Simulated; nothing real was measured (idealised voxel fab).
voxel self aligned vias: a process module
Section shown: cut. Width: 245 nm. Cell size: 5 nm, square.
Just so we're on the same page, the cross-sections are grids of square cells, and they're listed out in bands top to bottom, each band one or more rows deep.
The band entry comprises the height of the band's top followed by the height of its bottom, expressed in nm, and subsequently the band's materials from left to right, each stated together with its width in nm. Where a single material is marked with the word "full width", that material fills the band from edge to edge. The word "empty" represents empty space.
Measure heights from 0. That's the level where, below it, the as-received wafer is all one material. The lowest band is bottomless and extends downward; write it as in "0 and below".
The notation "30->40" denotes a width that varies across the rows of cells in the band, beginning at the first number in the top row, finishing at the second number in the bottom row, and changing by an identical amount from each row to the next.
When a step is marked "no modification", none of the cells in the cross-section changed during that step.
Closed-off voids of 8+ cells (no open route to the top) go in "Enclosed internal voids", written width x height at distance from the left edge, in nm.
Formally, on a step line, whatever follows the settings is a remark that the simulator itself makes on the step.
overlay nm: how far to the right of its planned place the mask lay on this masked step (negative: to the left).
### Process steps (planned)
| 1 | RECEIVE [material Si] |
| 2 | CONFORMAL_DEP [material SiO2] [thk nm 10] |
| 3 | CONFORMAL_DEP [material SiCN] [thk nm 5] |
| 4 | DIRECTIONAL_DEP [material lowk] [thk nm 25] |
| 5 | DIRECTIONAL_DEP [material aC] [thk nm 15] |
| 6 | PATTERN [tone open] [mask id LINES] [material resist] [width nm 25] [pitch nm 60] [thk nm 35] [overlay nm 0] |
| 7 | DIRECTIONAL_ETCH [etch materials aC] [depth nm 15] |
| 8 | STRIP [etch materials resist] |
| 9 | DIRECTIONAL_ETCH [etch materials lowk] [depth nm 25] |
| 10 | STRIP [etch materials aC] |
| 11 | CONFORMAL_DEP [material TiN] [thk nm 5] |
| 12 | FILL_DEP [material W] [thk nm 5] |
| 13 | CMP [height nm 40] |
| 14 | SELECTIVE_ETCH [etch materials W Ru TiN] [depth nm 5] |
| 15 | FILL_DEP [material SiN] [thk nm 10] |
| 16 | CMP [height nm 40] |
| 17 | DIRECTIONAL_DEP [material lowk] [thk nm 20] |
| 18 | DIRECTIONAL_DEP [material aC] [thk nm 10] |
| 19 | PATTERN [tone open] [mask id VIAS] [material resist] [width nm 35] [pitch nm 60] [thk nm 25] [overlay nm 0] |
| 20 | DIRECTIONAL_ETCH [etch materials aC] [depth nm 10] |
| 21 | STRIP [etch materials resist] |
| 22 | DIRECTIONAL_ETCH [etch materials lowk] [depth nm 20] |
| 23 | DIRECTIONAL_ETCH [etch materials SiN] [depth nm 5] |
| 24 | STRIP [etch materials aC] |
| 25 | CONFORMAL_DEP [material TiN] [thk nm 5] |
| 26 | FILL_DEP [material Ru] [thk nm 10] |
| 27 | CMP [height nm 60] |
| 28 | CONFORMAL_DEP [material SiN] [thk nm 5] |
### As-received state of the wafer in cross-section, equivalent to post-step 1
0 and below  Si full width
Enclosed internal voids: none
### Cross-sectional view of the first of the two wafers upon completion of the module, processed in accordance with the plan
65 down to 60  SiN full width
60 down to 45  lowk (75), then TiN (5), then Ru (25), then TiN (5), then lowk (25), then TiN (5), then Ru (25), then TiN (5), then lowk (75)
45 down to 40  lowk (75), then TiN (10), then Ru (15), then TiN (10), then lowk (25), then TiN (10), then Ru (15), then TiN (10), then lowk (75)
40 down to 35  lowk (80), then TiN (25), then lowk (35), then TiN (25), then lowk (80)
35 down to 20  lowk (80), then TiN (5), then W (15), then TiN (5), then lowk (35), then TiN (5), then W (15), then TiN (5), then lowk (80)
20 down to 15  lowk (80), then TiN (25), then lowk (35), then TiN (25), then lowk (80)
15 down to 10  SiCN full width
10 down to 0  SiO2 full width
0 and below  Si full width
Enclosed internal voids: none
### The second wafer, shown in cross-section after the module: started the same way as the first and given the same plan, yet one mistake crept into how it was run
65 down to 60  SiN full width
60 down to 45  lowk (75), then TiN (5), then Ru (25), then TiN (5), then lowk (25), then TiN (5), then Ru (25), then TiN (5), then lowk (75)
45 down to 40  lowk (75), then TiN (35), then lowk (25), then TiN (35), then lowk (75)
40 down to 20  lowk (80), then TiN (5), then SiCN (15), then TiN (5), then lowk (35), then TiN (5), then SiCN (15), then TiN (5), then lowk (80)
20 down to 15  lowk (80), then TiN (25), then lowk (35), then TiN (25), then lowk (80)
15 down to 10  SiCN full width
10 down to 0  SiO2 full width
0 and below  Si full width
Enclosed internal voids: none
Diagnosis: planned and actual differ for step 12; actual: FILL_DEP [material SiCN] [thk nm 5]
The second wafer ends with more or fewer cells of some materials than the first, per final count: Ru -6; SiCN +24; W -18
